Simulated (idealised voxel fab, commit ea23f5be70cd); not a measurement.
Presented below is a process module, voxel fin reveal.
The cross-section shown here is cut; it is 295 nm wide and divided into square cells measuring 5 nm on a side.
Format of a cross-section: grid, square cells. Given as bands. Order: top down. Band: one or more rows of cells. This entry defines a band. It first specifies the height of the band's top and the height of its bottom in nm, and then specifies the band's materials from left to right, stating each material with its width in nm. The word "full width" identifies a single material that fills the band from edge to edge, while the word "blank" identifies empty space. Heights from 0 (as-received wafer is one material below). Bottom band endless downward, as "0..down". A two-number width, for instance "30 to 40", indicates that the width is equal to the first number in the top row of the band and to the second number in the bottom row, and that it changes by a constant amount per row of cells. Step note "no alteration" = no cross-section cell changed. "Unvented voids": empty spaces of 8 cells or more with no open way to the top, each given as width x height at distance, distance from the left edge, all in nm. Anything after a step's settings on that line? It's the simulator's own note about the step. Regarding "overlay nm": on a step with a mask, it is the distance the mask lay to the right of its planned place; a negative value places it to the left.

-- These are the steps we planned for the process
1,op RECEIVE | material Si
2,op CONFORMAL_DEP | material SiN | thk nm 10
3,op MASKED_ETCH | tone cover | mask id FINS | width nm 15 | pitch nm 40 | etch materials SiN | depth nm 10 | overlay nm 0
4,op MASKED_ETCH | tone cover | mask id FINS | width nm 15 | pitch nm 40 | etch materials Si | depth nm 30 | overlay nm 0
5,op FILL_DEP | material SiO2 | thk nm 5
6,op CMP | height nm 10
7,op SELECTIVE_ETCH | etch materials SiO2 | depth nm 30
8,op STRIP | etch materials SiN
9,op CONFORMAL_DEP | material HfO2 | thk nm 5

-- The cross-section here shows the wafer as received, i.e. in its state after step 1
	0..down  Si full width
	Unvented voids: none

-- a wafer at the end: this start, this plan, one mistake
	5..0  blank=95, HfO2=25, blank=15, HfO2=25, blank=15, HfO2=25, blank=95
	0..-15  blank=95, HfO2=5, Si=15, HfO2=5, blank=15, HfO2=5, Si=15, HfO2=5, blank=15, HfO2=5, Si=15, HfO2=5, blank=95
	-15..-20  HfO2=75, blank=20, HfO2=5, Si=15, HfO2=5, blank=15, HfO2=5, Si=15, HfO2=5, blank=15, HfO2=5, Si=15, HfO2=5, blank=20, HfO2=75
	-20..-25  SiO2=70, HfO2=5, blank=20, HfO2=5, Si=15, HfO2=5, blank=15, HfO2=5, Si=15, HfO2=5, blank=15, HfO2=5, Si=15, HfO2=5, blank=20, HfO2=5, SiO2=70
	-25..-30  SiO2=70, HfO2=30, Si=15, HfO2=25, Si=15, HfO2=25, Si=15, HfO2=30, SiO2=70
	-30..down  Si full width
	Unvented voids: none
Want to know what went wrong? steps 7 and 8 of the plan were each performed in the slot designated for the other
